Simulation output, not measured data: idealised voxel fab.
The process module presented herein is designated voxel air gaps.
Cross-section cut spans 215 nm and uses square cells 5 nm in size.
Bands, listed from the top down, are how a cross-section gets written in this document; the cross-section itself is a grid of square cells, and a band is one or more rows of them. Top height, bottom height, nm. Materials left to right, width each, nm. Single material + "everywhere" = fills band edge to edge. "empty" = empty. Heights are expressed relative to 0, this being the level below which the as-received wafer comprises one material exclusively. The lowest band is unbounded in the downward direction and is denoted as in "top 0, no bottom". Read "30 to 40" as a graded width: first number on top, second number at the bottom, same change between each pair of neighbouring rows. "no alterations made" (step): cross-section cells unchanged, all of them. Listed in "Trapped void list": every empty space of 8 or more cells without an open way to the top. Form: width x height at distance, the distance being from the left edge, all in nm. That trailing text on a step's line, after the settings, is the simulator's own remark on the step. overlay nm: on a step with a mask, how far right of its planned place the mask lay; negative means left.
# List of planned process steps
- 1: RECEIVE: material Si
- 2: CONFORMAL_DEP: material SiO2, thk nm 15
- 3: CONFORMAL_DEP: material SiN, thk nm 5
- 4: DIRECTIONAL_DEP: material SiO2, thk nm 40
- 5: MASKED_ETCH: tone open, mask id LINES, width nm 25, pitch nm 55, etch materials SiO2, depth nm 40, overlay nm 0
- 6: CONFORMAL_DEP: material TiN, thk nm 5
- 7: FILL_DEP: material Cu, thk nm 5
- 8: CMP: height nm 60
- 9: EPI: material Ru, thk nm 10
- 10: SELECTIVE_ETCH: etch materials SiO2, depth nm 50
- 11: CONFORMAL_DEP: material SiCN, thk nm 5
# Cross-section of the wafer at receipt, which is the condition after step 1
- top 0, no bottom: Si everywhere
- Trapped void list: none
# End-of-module XS, first of two wafers, run as planned
- top 75, bottom 70: 25 of empty, then 165 of SiCN, then 25 of empty
- top 70, bottom 60: 25 of empty, then 5 of SiCN, then 45 of Ru, then 10 of SiCN, then 45 of Ru, then 10 of SiCN, then 45 of Ru, then 5 of SiCN, then 25 of empty
- top 60, bottom 55: 25 of empty, then 15 of SiCN, then 5 of TiN, then 15 of Cu, then 5 of TiN, then 30 of SiCN, then 5 of TiN, then 15 of Cu, then 5 of TiN, then 30 of SiCN, then 5 of TiN, then 15 of Cu, then 5 of TiN, then 15 of SiCN, then 25 of empty
- top 55, bottom 25: 35 of empty, then 5 of SiCN, then 5 of TiN, then 15 of Cu, then 5 of TiN, then 5 of SiCN, then 20 of empty, then 5 of SiCN, then 5 of TiN, then 15 of Cu, then 5 of TiN, then 5 of SiCN, then 20 of empty, then 5 of SiCN, then 5 of TiN, then 15 of Cu, then 5 of TiN, then 5 of SiCN, then 35 of empty
- top 25, bottom 20: 40 of SiCN, then 25 of TiN, then 30 of SiCN, then 25 of TiN, then 30 of SiCN, then 25 of TiN, then 40 of SiCN
- top 20, bottom 15: SiN everywhere
- top 15, bottom 0: SiO2 everywhere
- top 0, no bottom: Si everywhere
- Trapped void list: 20 x 30 at 70; 20 x 30 at 125
# So this is wafer number two of the two, cut at the end of the module - it started where the first did and had the same plan, we just got one thing wrong running it
- top 85, bottom 80: 15 of empty, then 185 of SiCN, then 15 of empty
- top 80, bottom 60: 15 of empty, then 5 of SiCN, then 175 of Ru, then 5 of SiCN, then 15 of empty
- top 60, bottom 55: 15 of empty, then 25 of SiCN, then 5 of TiN, then 15 of Cu, then 5 of TiN, then 30 of SiO2, then 5 of TiN, then 15 of Cu, then 5 of TiN, then 30 of SiO2, then 5 of TiN, then 15 of Cu, then 5 of TiN, then 25 of SiCN, then 15 of empty
- top 55, bottom 25: 35 of empty, then 5 of SiCN, then 5 of TiN, then 15 of Cu, then 5 of TiN, then 30 of SiO2, then 5 of TiN, then 15 of Cu, then 5 of TiN, then 30 of SiO2, then 5 of TiN, then 15 of Cu, then 5 of TiN, then 5 of SiCN, then 35 of empty
- top 25, bottom 20: 40 of SiCN, then 25 of TiN, then 30 of SiO2, then 25 of TiN, then 30 of SiO2, then 25 of TiN, then 40 of SiCN
- top 20, bottom 15: SiN everywhere
- top 15, bottom 0: SiO2 everywhere
- top 0, no bottom: Si everywhere
- Trapped void list: none
Short version of what went wrong: step 9 of the plan was carried out twice
Final cells, second wafer relative to first, materials higher or lower: 86 more of Ru; 44 fewer of SiCN; 96 more of SiO2
Final closed voids: first wafer 2, second wafer 0.
